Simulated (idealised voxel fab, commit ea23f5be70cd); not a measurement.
Presented below is a process module, voxel released beams.
Shown is cross-section cut, with a width of 295 nm and square cells of size 5 nm.
We lay out every cross-section as a grid of square cells and spell it out in bands from the top down, where one band means one or more rows of cells.
What a band's entry tells you: where the top is and where the bottom is, as heights in nm, and after that what lies inside, material by material from left to right, each with its width in nm. Empty space is written as the word "empty", and a single material marked with the word "everywhere" occupies the band from edge to edge.
The reference from which all heights are counted is 0, the level beneath which the as-received wafer is entirely one material; the lowest band, having no lower bound, proceeds downward and is written after the example "0..down".
Read "30..40" as a graded width: first number on top, second number at the bottom, same change between each pair of neighbouring rows.
Take "identical to before" at face value: in the step it is given for, the cross-section changed in none of its cells.
Each empty space that has no open way to the top and spans at least 8 cells appears under "Closed cavities" as width x height at distance, the distance counted from the left edge, all in nm.
If you see something after the settings on a step's line, that's the simulator's own remark about that step.
overlay nm: mask right of planned place by this much (step with mask). Neg. = left.
List of planned process steps
1: RECEIVE | material Si
2: CONFORMAL_DEP | material Al2O3 | thk nm 5
3: DIRECTIONAL_DEP | material SiO2 | thk nm 15
4: DIRECTIONAL_DEP | material aC | thk nm 15
5: PATTERN | tone open | mask id ANCHOR | material resist | width nm 40 | thk nm 35 | overlay nm 0
6: DIRECTIONAL_ETCH | etch materials aC | depth nm 15
7: STRIP | etch materials resist
8: DIRECTIONAL_ETCH | etch materials SiO2 | depth nm 15
9: STRIP | etch materials aC
10: CONFORMAL_DEP | material SiN | thk nm 15
11: DIRECTIONAL_DEP | material aC | thk nm 15
12: PATTERN | tone cover | mask id BEAM | material resist | width nm 95 | thk nm 30 | overlay nm 0
13: DIRECTIONAL_ETCH | etch materials aC | depth nm 15
14: STRIP | etch materials resist
15: DIRECTIONAL_ETCH | etch materials SiN | depth nm 15
16: STRIP | etch materials aC
17: STRIP | etch materials SiO2
As-received wafer cross-section (after step 1)
  0..down = Si everywhere
  Closed cavities: none
First of two wafers, end-of-module section, run followed plan
  35..20 = 95 nm empty, 20 nm SiN, 10 nm empty, 65 nm SiN, 105 nm empty
  20..5 = 100 nm empty, 40 nm SiN, 155 nm empty
  5..0 = Al2O3 everywhere
  0..down = Si everywhere
  Closed cavities: none
Wafer two, end of module, cross-section. Same start, same plan as wafer one. One mistake in the run
  30..15 = 95 nm empty, 20 nm SiN, 10 nm empty, 65 nm SiN, 105 nm empty
  15..0 = 100 nm empty, 40 nm SiN, 155 nm empty
  0..down = Si everywhere
  Closed cavities: none
Which mistake was made when the wafer was run? execution of step 2 of the plan did not take place, the step having been omitted
In the final state, the cell counts of the second wafer exceed or fall short of those of the first for the following materials: 59 fewer of Al2O3
